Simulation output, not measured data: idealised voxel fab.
This section sets out a process module, namely voxel released beams.
It is cross-section cut that appears here, measuring 245 nm in width, its square cells being 5 nm in size.
How to read a cross-section here: the picture is a grid of square cells, written as bands going from the top down, and any band can span one or more rows of cells.
The entry gives the band's vertical extent as a top height and a bottom height in nm, then its horizontal make-up as materials from left to right, each with a width in nm. "blank" stands for empty space; a single material marked "throughout" fills the band edge to edge.
A quick word on heights: they are counted from 0, and under that level the wafer as it came to us is one material throughout. The lowest band is different from the rest in having no bottom; it simply continues downward, written as in "from 0 down".
Graded width ("30->40"): value in top row of band = first number; value in bottom row = second number; row-to-row change constant.
"no modifications" -> step changed no cross-section cell.
"Voids, enclosed" means: voids of 8 cells or more that are shut off from the top with no open way through. Written width x height at distance, distance from the left edge, in nm.
If you see something after the settings on a step's line, that's the simulator's own remark about that step.
overlay nm: mask offset rightward from planned place, masked step; negative means leftward offset.

Steps in the process plan:
| 1 | RECEIVE with material Si |
| 2 | CONFORMAL_DEP with material Al2O3, thk nm 5 |
| 3 | DIRECTIONAL_DEP with material SiO2, thk nm 15 |
| 4 | PATTERN with tone open, mask id ANCHOR, material resist, width nm 45, thk nm 15, overlay nm 0 |
| 5 | DIRECTIONAL_ETCH with etch materials SiO2, depth nm 15 |
| 6 | STRIP with etch materials resist |
| 7 | CONFORMAL_DEP with material W, thk nm 15 |
| 8 | PATTERN with tone cover, mask id BEAM, material resist, width nm 105, thk nm 20, overlay nm 0 |
| 9 | DIRECTIONAL_ETCH with etch materials W, depth nm 15 |
| 10 | STRIP with etch materials resist |
| 11 | STRIP with etch materials SiO2 |

Incoming wafer, cross-sectional view, post step 1:
    from 0 down  Si throughout
    Voids, enclosed: none

Final cross-section, module run with one mistake (start and plan as above):
    from 35 to 20  65 blank, 25 W, 10 blank, 70 W, 75 blank
    from 20 to 5  75 blank, 40 W, 130 blank
    from 5 to 0  Al2O3 throughout
    from 0 down  Si throughout
    Voids, enclosed: none
Here's what went sideways: step 4 went in with a setting other than planned; the actual run was PATTERN with tone open, mask id ANCHOR, material resist, width nm 40, thk nm 15, overlay nm 0
